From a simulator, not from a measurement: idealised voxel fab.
process module | voxel wiring stack
cross-section cut | 215 nm wide | cells 5 nm
A cross-section is a grid of square cells, given in bands from the top down. A band is one or more rows of cells.
Each band's line starts with the height of the band's top and of its bottom, in nm. Then come its materials from left to right, each with its width in nm. One material with "throughout" fills the band from edge to edge. "air" is empty space.
Height 0 is the level under which the wafer as received is all one material. The lowest band goes on downwards, as in "0 down".
A width such as "30 to 40" changes by the same amount from each row of cells to the next, from the band's top row to its bottom row.
"no change" after a step means that no cell of the cross-section changed.
closed voids: empty space of 8 cells or more with no open way to the top, each as width x height at its distance from the left edge, in nm
after a step's settings: what the simulator itself notes on the step
overlay nm, on a step with a mask: how far to the right of its planned place the mask lay; to the left if negative
plan
1 op RECEIVE | material Si
2 op CONFORMAL_DEP | material SiO2 | thk nm 10
3 op CONFORMAL_DEP | material SiCN | thk nm 5
4 op DIRECTIONAL_DEP | material SiO2 | thk nm 15
5 op MASKED_ETCH | tone open | mask id METAL_1 | width nm 25 | pitch nm 50 | etch materials SiO2 | depth nm 15 | overlay nm 0
6 op MASKED_ETCH | tone open | mask id METAL_1 | width nm 25 | pitch nm 50 | etch materials SiCN | depth nm 5 | overlay nm 0
7 op CONFORMAL_DEP | material TiN | thk nm 5
8 op FILL_DEP | material W | thk nm 5
9 op CMP | height nm 30
10 op CONFORMAL_DEP | material SiCN | thk nm 5
11 op DIRECTIONAL_DEP | material lowk | thk nm 20
12 op PATTERN | tone open | mask id PLUG_1 | material resist | width nm 15 | pitch nm 100 | thk nm 15 | overlay nm 0
13 op DIRECTIONAL_ETCH | etch materials lowk | depth nm 20
14 op DIRECTIONAL_ETCH | etch materials SiCN | depth nm 5
15 op STRIP | etch materials resist
16 op EPI | material Ru | thk nm 10
17 op EPI | material Ru | thk nm 10
18 op EPI | material Ru | thk nm 5
19 op DIRECTIONAL_DEP | material TiN | thk nm 5
20 op DIRECTIONAL_DEP | material Ru | thk nm 20
21 op PATTERN | tone cover | mask id METAL_2 | material resist | width nm 25 | pitch nm 50 | thk nm 20 | overlay nm 0
22 op DIRECTIONAL_ETCH | etch materials Ru | depth nm 20
23 op DIRECTIONAL_ETCH | etch materials TiN | depth nm 5
24 op STRIP | etch materials resist
25 op FILL_DEP | material SiO2 | thk nm 10
26 op CMP | height nm 80
27 op CONFORMAL_DEP | material SiCN | thk nm 5
28 op DIRECTIONAL_DEP | material lowk | thk nm 15
29 op PATTERN | tone open | mask id PLUG_2 | material resist | width nm 15 | pitch nm 100 | thk nm 20 | overlay nm 0
30 op DIRECTIONAL_ETCH | etch materials lowk | depth nm 15
31 op DIRECTIONAL_ETCH | etch materials SiCN | depth nm 5
32 op STRIP | etch materials resist
33 op CONFORMAL_DEP | material TiN | thk nm 5
34 op FILL_DEP | material Cu | thk nm 5
35 op CMP | height nm 100
36 op DIRECTIONAL_DEP | material TiN | thk nm 5
37 op DIRECTIONAL_DEP | material Ru | thk nm 15
38 op MASKED_ETCH | tone cover | mask id METAL_3 | width nm 25 | pitch nm 50 | etch materials Ru | depth nm 15 | overlay nm 0
39 op MASKED_ETCH | tone cover | mask id METAL_3 | width nm 25 | pitch nm 50 | etch materials TiN | depth nm 5 | overlay nm 0
40 op FILL_DEP | material SiO2 | thk nm 10
41 op CMP | height nm 120
42 op CONFORMAL_DEP | material SiN | thk nm 5
as received, after step 1
  0 down: Si throughout
  closed voids: none
first wafer at the end, as planned
  125 to 120: SiN throughout
  120 to 105: SiO2 45 | Ru 25 | SiO2 25 | Ru 25 | SiO2 25 | Ru 25 | SiO2 45
  105 to 100: SiO2 45 | TiN 25 | SiO2 25 | TiN 25 | SiO2 25 | TiN 25 | SiO2 45
  100 to 85: lowk 45 | TiN 5 | Cu 5 | TiN 5 | lowk 85 | TiN 5 | Cu 5 | TiN 5 | lowk 55
  85 to 80: SiCN 45 | TiN 15 | SiCN 85 | TiN 15 | SiCN 55
  80 to 60: SiO2 45 | Ru 25 | SiO2 25 | Ru 25 | SiO2 25 | Ru 25 | SiO2 45
  60 to 55: SiO2 45 | TiN 25 | SiO2 25 | TiN 25 | SiO2 25 | TiN 25 | SiO2 45
  55 to 35: lowk 45 | Ru 15 | lowk 85 | Ru 15 | lowk 55
  35 to 30: SiCN 45 | Ru 15 | SiCN 85 | Ru 15 | SiCN 55
  30 to 15: SiO2 45 | TiN 5 | W 15 | TiN 5 | SiO2 25 | TiN 5 | W 15 | TiN 5 | SiO2 25 | TiN 5 | W 15 | TiN 5 | SiO2 45
  15 to 10: SiCN 45 | TiN 25 | SiCN 25 | TiN 25 | SiCN 25 | TiN 25 | SiCN 45
  10 to 0: SiO2 throughout
  0 down: Si throughout
  closed voids: none
second wafer at the end: like start, like plan, one mistake
  125 to 120: SiN throughout
  120 to 105: SiO2 45 | Ru 25 | SiO2 25 | Ru 25 | SiO2 25 | Ru 25 | SiO2 45
  105 to 100: SiO2 45 | TiN 25 | SiO2 25 | TiN 25 | SiO2 25 | TiN 25 | SiO2 45
  100 to 85: lowk 45 | TiN 5 | Cu 5 | TiN 5 | lowk 85 | TiN 5 | Cu 5 | TiN 5 | lowk 55
  85 to 80: SiCN 45 | TiN 15 | SiCN 85 | TiN 15 | SiCN 55
  80 to 60: SiO2 60 | Ru 10 | SiO2 25 | Ru 25 | SiO2 40 | Ru 10 | SiO2 45
  60 to 55: SiO2 60 | TiN 10 | SiO2 25 | TiN 25 | SiO2 40 | TiN 10 | SiO2 45
  55 to 35: lowk 45 | Ru 15 | lowk 85 | Ru 15 | lowk 55
  35 to 30: SiCN 45 | TiN 15 | SiCN 85 | TiN 15 | SiCN 55
  30 to 20: W 40 | TiN 5 | SiO2 25 | TiN 5 | W 15 | TiN 5 | SiO2 25 | TiN 5 | W 15 | TiN 5 | SiO2 25 | TiN 5 | W 40
  20 to 15: TiN 45 | SiO2 25 | TiN 25 | SiO2 25 | TiN 25 | SiO2 25 | TiN 45
  15 to 10: SiCN throughout
  10 to 0: SiO2 throughout
  0 down: Si throughout
  closed voids: none
what went wrong: step 5 ran as: op MASKED_ETCH | tone cover | mask id METAL_1 | width nm 25 | pitch nm 50 | etch materials SiO2 | depth nm 15 | overlay nm 0
at the end the second wafer has, in cells: 30 fewer of Ru | 15 more of SiCN | 9 fewer of SiO2 | 7 more of TiN | 17 more of W
